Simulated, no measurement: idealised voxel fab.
process module | voxel capacitor over wiring
cross-section cut | 295 nm wide | cells 5 nm
A cross-section is a grid of square cells, given in bands from the top down. A band is one or more rows of cells.
Each band's line starts with the height of the band's top and of its bottom, in nm. Then come its materials from left to right, each with its width in nm. One material with "throughout" fills the band from edge to edge. "air" is empty space.
Height 0 is the level under which the wafer as received is all one material. The lowest band goes on downwards, as in "0 down".
A width such as "30 to 40" changes by the same amount from each row of cells to the next, from the band's top row to its bottom row.
"no change" after a step means that no cell of the cross-section changed.
closed voids: empty space of 8 cells or more with no open way to the top, each as width x height at its distance from the left edge, in nm
after a step's settings: what the simulator itself notes on the step
overlay nm, on a step with a mask: how far to the right of its planned place the mask lay; to the left if negative
plan
1 op RECEIVE | material Si
2 op CONFORMAL_DEP | material SiO2 | thk nm 15
3 op CONFORMAL_DEP | material SiCN | thk nm 5
4 op DIRECTIONAL_DEP | material SiO2 | thk nm 25
5 op PATTERN | tone open | mask id METAL_1 | material resist | width nm 30 | pitch nm 95 | thk nm 20 | overlay nm 0
6 op DIRECTIONAL_ETCH | etch materials SiO2 | depth nm 25
7 op DIRECTIONAL_ETCH | etch materials SiCN | depth nm 5
8 op STRIP | etch materials resist
9 op CONFORMAL_DEP | material TiN | thk nm 5
10 op FILL_DEP | material Cu | thk nm 10
11 op CMP | height nm 45
12 op CONFORMAL_DEP | material SiCN | thk nm 5
13 op DIRECTIONAL_DEP | material SiO2 | thk nm 10
14 op MASKED_ETCH | tone open | mask id PLUG_1 | width nm 15 | etch materials SiO2 | depth nm 10 | overlay nm 0
15 op MASKED_ETCH | tone open | mask id PLUG_1 | width nm 15 | etch materials SiCN | depth nm 5 | overlay nm 0
16 op EPI | material Ru | thk nm 10
17 op EPI | material Ru | thk nm 5
18 op DIRECTIONAL_DEP | material TiN | thk nm 5
19 op DIRECTIONAL_DEP | material SiN | thk nm 5
20 op DIRECTIONAL_DEP | material TiN | thk nm 5
21 op MASKED_ETCH | tone cover | mask id UPPER_PLATE | width nm 70 | etch materials TiN | depth nm 5 | overlay nm 0
22 op MASKED_ETCH | tone cover | mask id UPPER_PLATE | width nm 70 | etch materials SiN | depth nm 5 | overlay nm 0
23 op DIRECTIONAL_DEP | material aC | thk nm 15
24 op PATTERN | tone cover | mask id LOWER_PLATE | material resist | width nm 80 | thk nm 35 | overlay nm 0
25 op DIRECTIONAL_ETCH | etch materials aC | depth nm 15
26 op STRIP | etch materials resist
27 op DIRECTIONAL_ETCH | etch materials TiN | depth nm 5
28 op STRIP | etch materials aC
29 op FILL_DEP | material SiO2 | thk nm 15
30 op CMP | height nm 85
31 op DIRECTIONAL_DEP | material aC | thk nm 10
32 op PATTERN | tone open | mask id PLUG_2 | material resist | width nm 15 | thk nm 25 | overlay nm 0
33 op DIRECTIONAL_ETCH | etch materials aC | depth nm 10
34 op STRIP | etch materials resist
35 op DIRECTIONAL_ETCH | etch materials SiO2 | depth nm 10
36 op STRIP | etch materials aC
37 op CONFORMAL_DEP | material TiN | thk nm 5
38 op FILL_DEP | material Ru | thk nm 5
39 op CMP | height nm 85
40 op CONFORMAL_DEP | material SiCN | thk nm 5
as received, after step 1
  0 down: Si throughout
  closed voids: none
first wafer at the end, as planned
  90 to 85: SiCN throughout
  85 to 80: SiO2 110 | TiN 5 | Ru 5 | TiN 5 | SiO2 170
  80 to 70: SiO2 110 to 100 | TiN 15 to 70 | SiO2 170 to 125
  70 to 65: SiO2 100 | SiN 70 | SiO2 125
  65 to 60: SiO2 95 | TiN 80 | SiO2 120
  60 to 50: SiO2 100 | Ru 15 | SiO2 180
  50 to 45: SiCN 100 | Ru 15 | SiCN 180
  45 to 20: SiO2 85 | TiN 5 | Cu 20 | TiN 5 | SiO2 65 | TiN 5 | Cu 20 | TiN 5 | SiO2 85
  20 to 15: SiCN 85 | TiN 30 | SiCN 65 | TiN 30 | SiCN 85
  15 to 0: SiO2 throughout
  0 down: Si throughout
  closed voids: none
second wafer at the end: like start, like plan, one mistake
  90 to 85: SiCN throughout
  85 to 80: SiO2 110 | TiN 5 | Ru 5 | TiN 5 | SiO2 170
  80 to 70: SiO2 110 to 100 | TiN 15 to 70 | SiO2 170 to 125
  70 to 65: SiO2 100 | SiN 70 | SiO2 125
  65 to 60: SiO2 95 | TiN 80 | SiO2 120
  60 to 50: SiO2 100 | Ru 15 | SiO2 180
  50 to 45: SiCN 100 | Ru 15 | SiCN 180
  45 to 35: SiO2 85 | TiN 5 | Cu 20 | TiN 5 | SiO2 65 | TiN 5 | Cu 20 | TiN 5 | SiO2 85
  35 to 30: SiCN 85 | TiN 30 | SiCN 65 | TiN 30 | SiCN 85
  30 to 0: SiO2 throughout
  0 down: Si throughout
  closed voids: none
what went wrong: step 2 was run twice
at the end the second wafer has, in cells: 24 fewer of Cu | 36 more of SiO2 | 12 fewer of TiN
